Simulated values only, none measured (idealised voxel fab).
The document below concerns the process module designated voxel quadruple lines.
Square cells of 5 nm make up the cross-section cut, whose width is 225 nm.
In what follows, cross-sections appear as grids of square cells, described through bands that run from the top down, where every band is one or more rows of cells. First you get the band's top height and its bottom height, in nm, and then the materials it's made of, left to right, with each width in nm. If you see a single material with "everywhere", that one covers the band edge to edge. "empty" is empty space. The reference from which all heights are counted is 0, the level beneath which the as-received wafer is entirely one material; the lowest band, having no lower bound, proceeds downward and is written after the example "0 -> down". A two-number width, for instance "30 to 40", indicates that the width is equal to the first number in the top row of the band and to the second number in the bottom row, and that it changes by a constant amount per row of cells. "no modifications", as given for a step, is the statement that not any cell of the cross-section underwent a change during that step. "Enclosed cavities" specifies each empty space that is not open to the top and that occupies no fewer than 8 cells, using the form width x height at distance, the distance measured from the left edge and all three quantities in nm. Note: text after step settings on the step line = simulator remark on that step. A step line may carry the setting "overlay nm", which, for steps involving a mask, states the distance by which the mask lay to the right of its intended position; negative values denote displacement to the left.

**List of planned process steps**
1: RECEIVE | material Si
2: CONFORMAL_DEP | material SiO2 | thk nm 10
3: DIRECTIONAL_DEP | material TiN | thk nm 10
4: DIRECTIONAL_DEP | material polySi | thk nm 20
5: DIRECTIONAL_DEP | material aC | thk nm 20
6: PATTERN | tone cover | mask id MANDREL | material resist | width nm 30 | thk nm 30 | overlay nm 0
7: DIRECTIONAL_ETCH | etch materials aC | depth nm 20
8: STRIP | etch materials resist
9: CONFORMAL_DEP | material SiO2 | thk nm 10
10: DIRECTIONAL_ETCH | etch materials SiO2 | depth nm 10
11: STRIP | etch materials aC
12: DIRECTIONAL_ETCH | etch materials polySi | depth nm 20
13: STRIP | etch materials SiO2
14: CONFORMAL_DEP | material SiN | thk nm 10
15: DIRECTIONAL_ETCH | etch materials SiN | depth nm 10
16: STRIP | etch materials polySi
17: DIRECTIONAL_ETCH | etch materials TiN | depth nm 10
18: STRIP | etch materials SiN
19: FILL_DEP | material lowk | thk nm 10
20: CMP | height nm 20

**As received (post step 1): cross-section**
	0 -> down: Si everywhere
	Enclosed cavities: none

**Starting structure and process plan are as shown above, but one mistake was made in running the module; the wafer cross-section at the end of the module follows**
	20 -> 10: lowk everywhere
	10 -> 0: 75 lowk  10 TiN  10 lowk  10 TiN  10 lowk  10 TiN  10 lowk  10 TiN  80 lowk
	0 -> down: Si everywhere
	Enclosed cavities: none
Which mistake was made when the wafer was run? step 2 was left out
